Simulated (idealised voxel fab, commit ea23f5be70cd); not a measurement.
Proc. module: voxel double patterning
The width of the displayed cross-section, cut, is 160 nm; its cells are square, with a size of 5 nm.
Square cells in a grid make up a cross-section in this document, and the grid is given as bands, listed from the top down, each one or more rows of cells.
This entry defines a band. It first specifies the height of the band's top and the height of its bottom in nm, and then specifies the band's materials from left to right, stating each material with its width in nm. The word "edge to edge" identifies a single material that fills the band from edge to edge, while the word "empty" identifies empty space.
We count height from 0. Below that, the starting wafer is all one material. The lowest band never ends at the bottom but goes on down; see "0..down" for how that is written.
Per-row width for "30..40": begins at first number (top row of band), ends at second number (bottom row), increment between rows held constant.
Where the words "no modifications" appear for a step, the cross-section shows no cell changed by that step; every cell remained as before.
Entry "Sealed void list" = empty spaces >= 8 cells with no open way to the top; each as width x height at distance, distance from left edge, all nm.
Where a step's line continues beyond its settings, the continuation is a remark by the simulator itself on that step.
overlay nm: mask right of planned place by this much (step with mask). Neg. = left.
The steps planned for the process are as follows:
1 RECEIVE | material Si
2 CONFORMAL_DEP | material SiO2 | thk nm 10
3 DIRECTIONAL_DEP | material polySi | thk nm 15
4 DIRECTIONAL_DEP | material SiN | thk nm 10
5 PATTERN | tone open | mask id FIRST | material resist | width nm 15 | pitch nm 50 | thk nm 20 | overlay nm 0
6 DIRECTIONAL_ETCH | etch materials SiN | depth nm 10
7 STRIP | etch materials resist
8 MASKED_ETCH | tone open | mask id SECOND | width nm 15 | pitch nm 50 | etch materials SiN | depth nm 10 | overlay nm 0
9 DIRECTIONAL_ETCH | etch materials polySi | depth nm 15
10 STRIP | etch materials SiN
Cross-section: wafer on arrival = after step 1:
* 0..down  Si edge to edge
* Sealed void list: none
Cross-section taken at module completion on the first of two wafers; processed per the plan:
* 25..10  polySi=20  empty=15  polySi=10  empty=15  polySi=10  empty=15  polySi=10  empty=15  polySi=10  empty=15  polySi=25
* 10..0  SiO2 edge to edge
* 0..down  Si edge to edge
* Sealed void list: none
End of module, second wafer, cross-section. Started like the first, planned like the first, run with one mistake:
* 25..0  SiO2 edge to edge
* 0..down  Si edge to edge
* Sealed void list: none
What was the processing mistake? step 3 ran differently from the plan; actual operation with settings: DIRECTIONAL_DEP | material SiO2 | thk nm 15
It is noted that, at the conclusion of processing, the second wafer exhibits a higher or lower cell count for certain materials relative to the first: SiO2: 96 more, polySi: 51 fewer
